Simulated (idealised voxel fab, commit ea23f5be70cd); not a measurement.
Process module under the name voxel trench capacitor
The cross-section shown here is cut; it is 265 nm wide and divided into square cells measuring 5 nm on a side.
Bands, listed from the top down, are how a cross-section gets written in this document; the cross-section itself is a grid of square cells, and a band is one or more rows of them.
Each band's line starts with the height of the band's top and of its bottom, in nm. Then come its materials from left to right, each with its width in nm. One material with "throughout" fills the band from edge to edge. "air" is empty space.
Measure heights from 0. That's the level where, below it, the as-received wafer is all one material. The lowest band is bottomless and extends downward; write it as in "0..down".
Note: "30 to 40" means the width goes from the first number (top row of the band) to the second number (bottom row) in equal steps per row of cells.
The designation "remained unchanged", where it is given for a processing step, indicates that no cell of the cross-section was altered in the course of that step.
The label "Cavities, sealed" introduces a list of the empty spaces, 8 cells or larger, that have no open way up to the top; each entry in it reads width x height at distance, where the distance is taken from the left edge and all three are stated in nm.
Read whatever lies past the settings on a step's line as the simulator's own remark about the step.
For masked steps, "overlay nm" on the step line gives how far right of plan the mask actually lay; a minus sign means it lay to the left.
## Here's what the planned process steps look like
step 1: RECEIVE (material Si)
step 2: CONFORMAL_DEP (material SiN; thk nm 5)
step 3: MASKED_ETCH (tone open; mask id TRENCH; width nm 25; pitch nm 45; etch materials SiN; depth nm 5; overlay nm 0)
step 4: MASKED_ETCH (tone open; mask id TRENCH; width nm 15; pitch nm 45; etch materials Si; depth nm 30; overlay nm 0)
step 5: CONFORMAL_DEP (material HfO2; thk nm 5)
step 6: CONFORMAL_DEP (material TiN; thk nm 5)
step 7: FILL_DEP (material W; thk nm 5)
step 8: CMP (height nm 5)
Wafers differ in width nm at step 4; plan lists the first wafer's value; identical starting state.
## The first of several wafers, as received after step 1, seen in section
> 0..down  Si throughout
> Cavities, sealed: none
## Each row below is a wafer at the end of the module, listing for every material the number of cells it has gained (+) or lost (-) since it was received, followed by its closed voids
width nm 15 | +51 HfO2 | -54 Si | +38 SiN | +18 TiN | Cavities, sealed: none
width nm 20 | +51 HfO2 | -72 Si | +38 SiN | +36 TiN | Cavities, sealed: none
width nm 25 | +51 HfO2 | -90 Si | +38 SiN | +39 TiN | +15 W | Cavities, sealed: none
width nm 30 | +51 HfO2 | -90 Si | +38 SiN | +39 TiN | +15 W | Cavities, sealed: none
